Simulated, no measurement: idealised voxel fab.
Presented below is a process module, voxel capacitor over wiring.
Cross-sectional view cut (width: 245 nm; square cell size: 5 nm).
Notation: cross-section as square-cell grid; stated in bands, top first, going down; one or more cell rows per band. Quick guide to a band line: top height, bottom height (nm) up front; then every material left to right with its width in nm. Only one material and it's marked "everywhere"? Then it fills the band edge to edge. And "empty" just means empty space. A quick word on heights: they are counted from 0, and under that level the wafer as it came to us is one material throughout. The lowest band is different from the rest in having no bottom; it simply continues downward, written as in "z 0 and below". Width "30..40": first value at the band's top row of cells, second value at its bottom row, equal change from row to row. What does "no alteration" mean for a step? It means no cell of the cross-section changed in that step. Voids not open to the top, 8 cells minimum: see "Fully closed voids". Written width x height at distance; distance is from the left edge; nm. Where a step's line continues beyond its settings, the continuation is a remark by the simulator itself on that step. You can add "overlay nm" to a step's line. For a step with a mask, it describes how far the mask lay to the right of its planned position, and a negative number describes a lay to the left.
# Steps planned for the process
step 1: RECEIVE,material Si
step 2: CONFORMAL_DEP,material SiO2,thk nm 15
step 3: DIRECTIONAL_DEP,material TiN,thk nm 5
step 4: DIRECTIONAL_DEP,material Ru,thk nm 20
step 5: PATTERN,tone cover,mask id METAL_1,material resist,width nm 25,pitch nm 75,thk nm 20,overlay nm 0
step 6: DIRECTIONAL_ETCH,etch materials Ru,depth nm 20
step 7: DIRECTIONAL_ETCH,etch materials TiN,depth nm 5
step 8: STRIP,etch materials resist
step 9: CONFORMAL_DEP,material SiN,thk nm 5
step 10: FILL_DEP,material lowk,thk nm 10
step 11: CMP,height nm 40
step 12: CONFORMAL_DEP,material SiCN,thk nm 5
step 13: DIRECTIONAL_DEP,material SiO2,thk nm 10
step 14: PATTERN,tone open,mask id PLUG_1,material resist,width nm 15,thk nm 20,overlay nm 0
step 15: DIRECTIONAL_ETCH,etch materials SiO2,depth nm 10
step 16: DIRECTIONAL_ETCH,etch materials SiCN,depth nm 5
step 17: STRIP,etch materials resist
step 18: CONFORMAL_DEP,material TiN,thk nm 5
step 19: FILL_DEP,material Ru,thk nm 5
step 20: CMP,height nm 55
step 21: DIRECTIONAL_DEP,material TiN,thk nm 5
step 22: DIRECTIONAL_DEP,material HfO2,thk nm 5
step 23: DIRECTIONAL_DEP,material TiN,thk nm 10
step 24: DIRECTIONAL_DEP,material aC,thk nm 10
step 25: PATTERN,tone cover,mask id UPPER_PLATE,material resist,width nm 55,thk nm 30,overlay nm 0
step 26: DIRECTIONAL_ETCH,etch materials aC,depth nm 10
step 27: STRIP,etch materials resist
step 28: DIRECTIONAL_ETCH,etch materials TiN,depth nm 10
step 29: DIRECTIONAL_ETCH,etch materials HfO2,depth nm 5
step 30: STRIP,etch materials aC
step 31: DIRECTIONAL_DEP,material aC,thk nm 15
step 32: PATTERN,tone cover,mask id LOWER_PLATE,material resist,width nm 65,thk nm 30,overlay nm 0
step 33: DIRECTIONAL_ETCH,etch materials aC,depth nm 15
step 34: STRIP,etch materials resist
step 35: DIRECTIONAL_ETCH,etch materials TiN,depth nm 5
step 36: STRIP,etch materials aC
step 37: FILL_DEP,material SiO2,thk nm 20
step 38: CMP,height nm 90
step 39: DIRECTIONAL_DEP,material aC,thk nm 10
step 40: PATTERN,tone open,mask id PLUG_2,material resist,width nm 15,thk nm 30,overlay nm 0
step 41: DIRECTIONAL_ETCH,etch materials aC,depth nm 10
step 42: STRIP,etch materials resist
step 43: DIRECTIONAL_ETCH,etch materials SiO2,depth nm 15
step 44: STRIP,etch materials aC
step 45: CONFORMAL_DEP,material TiN,thk nm 5
step 46: FILL_DEP,material Cu,thk nm 10
step 47: CMP,height nm 90
step 48: CONFORMAL_DEP,material SiCN,thk nm 5
# Here's what the wafer looked like in cross-section when it arrived - that's after step 1
	z 0 and below | Si everywhere
	Fully closed voids: none
# End state of the module in cross-section, given the above starting point and plan and one mistake in execution
	z 95 to 90 | SiCN everywhere
	z 90 to 85 | 90 of SiO2, 15 of TiN, 140 of SiO2
	z 85 to 75 | 80 of SiO2, 55 of TiN, 110 of SiO2
	z 75 to 70 | 80 of SiO2, 55 of HfO2, 110 of SiO2
	z 70 to 60 | HfO2 everywhere
	z 60 to 55 | TiN everywhere
	z 55 to 45 | 80 of SiO2, 5 of TiN, 5 of Ru, 5 of TiN, 150 of SiO2
	z 45 to 40 | 80 of SiCN, 15 of TiN, 150 of SiCN
	z 40 to 20 | 65 of lowk, 5 of SiN, 25 of Ru, 5 of SiN, 40 of lowk, 5 of SiN, 25 of Ru, 5 of SiN, 70 of lowk
	z 20 to 15 | 70 of SiN, 25 of TiN, 50 of SiN, 25 of TiN, 75 of SiN
	z 15 to 0 | SiO2 everywhere
	z 0 and below | Si everywhere
	Fully closed voids: none
Processing error: step 22: run off-plan, actual operation and settings DIRECTIONAL_DEP,material HfO2,thk nm 15
